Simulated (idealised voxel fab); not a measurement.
Process module in this document: voxel local oxidation
The width of the displayed cross-section, cut, is 265 nm; its cells are square, with a size of 5 nm.
We lay out every cross-section as a grid of square cells and spell it out in bands from the top down, where one band means one or more rows of cells.
Per band: top height and bottom height in nm, followed by the left-to-right materials and their widths in nm; "throughout" marks a single material spanning edge to edge, "blank" marks empty space.
The reference from which all heights are counted is 0, the level beneath which the as-received wafer is entirely one material; the lowest band, having no lower bound, proceeds downward and is written after the example "0..down".
Top row gets the first number, bottom row gets the second, and each row in between changes by the same step: that is how a band width like "30->40" works.
Given "identical to before" for a step, no cell of the cross-section differs between before and after that step.
Closed empty spaces (no open way to the top) of 8 cells or more are what "Closed void inventory" lists, each as width x height at distance from the left edge, nm for all three.
after a step's settings: what the simulator itself notes on the step
The optional step-line setting "overlay nm" applies to steps with a mask and quantifies how far to the right of its planned location the mask lay, a negative value indicating leftward placement.
PLAN
1,RECEIVE [material Si]
2,OXIDIZE [depth nm 5]
3,CONFORMAL_DEP [material SiN] [thk nm 15]
4,MASKED_ETCH [tone cover] [mask id ACTIVE] [width nm 100] [etch materials SiN] [depth nm 15] [overlay nm -15]
5,SELECTIVE_ETCH [etch materials SiO2] [depth nm 5]
6,OXIDIZE [depth nm 10]
7,STRIP [etch materials SiN]
All wafers enter the flow in the same state. The overlay nm at step 4 differs from wafer to wafer, and the plan gives the value for the first wafer.
SECTIONAL VIEW: FIRST OF SEVERAL WAFERS, AS RECEIVED, AFTER STEP 1
0..down: Si throughout
Closed void inventory: none
WAFER CROSS-SECTION (FIRST OF SEVERAL) - MODULE END, POST STEP 7 (LAST STEP)
0..-5: 70 nm blank / 90 nm SiO2 / 105 nm blank
-5..-15: 80 nm SiO2 / 70 nm Si / 115 nm SiO2
-15..down: Si throughout
Closed void inventory: none
SECTIONAL VIEW OF THE LAST WAFER UPON COMPLETION OF THE MODULE
0..-5: 100 nm blank / 90 nm SiO2 / 75 nm blank
-5..-15: 110 nm SiO2 / 70 nm Si / 85 nm SiO2
-15..down: Si throughout
Closed void inventory: none
WHERE EACH WAFER STANDS AT THE END OF THE MODULE, A ROW APIECE: CELLS OF EACH MATERIAL GAINED (+) OR LOST (-) SINCE IT WAS RECEIVED, THEN CLOSED VOIDS
overlay nm -15, -131 Si, +96 SiO2, Closed void inventory: none
overlay nm -10, -131 Si, +96 SiO2, Closed void inventory: none
overlay nm -5, -131 Si, +96 SiO2, Closed void inventory: none
overlay nm 0, -131 Si, +96 SiO2, Closed void inventory: none
overlay nm 5, -131 Si, +96 SiO2, Closed void inventory: none
overlay nm 10, -131 Si, +96 SiO2, Closed void inventory: none
overlay nm 15, -131 Si, +96 SiO2, Closed void inventory: none
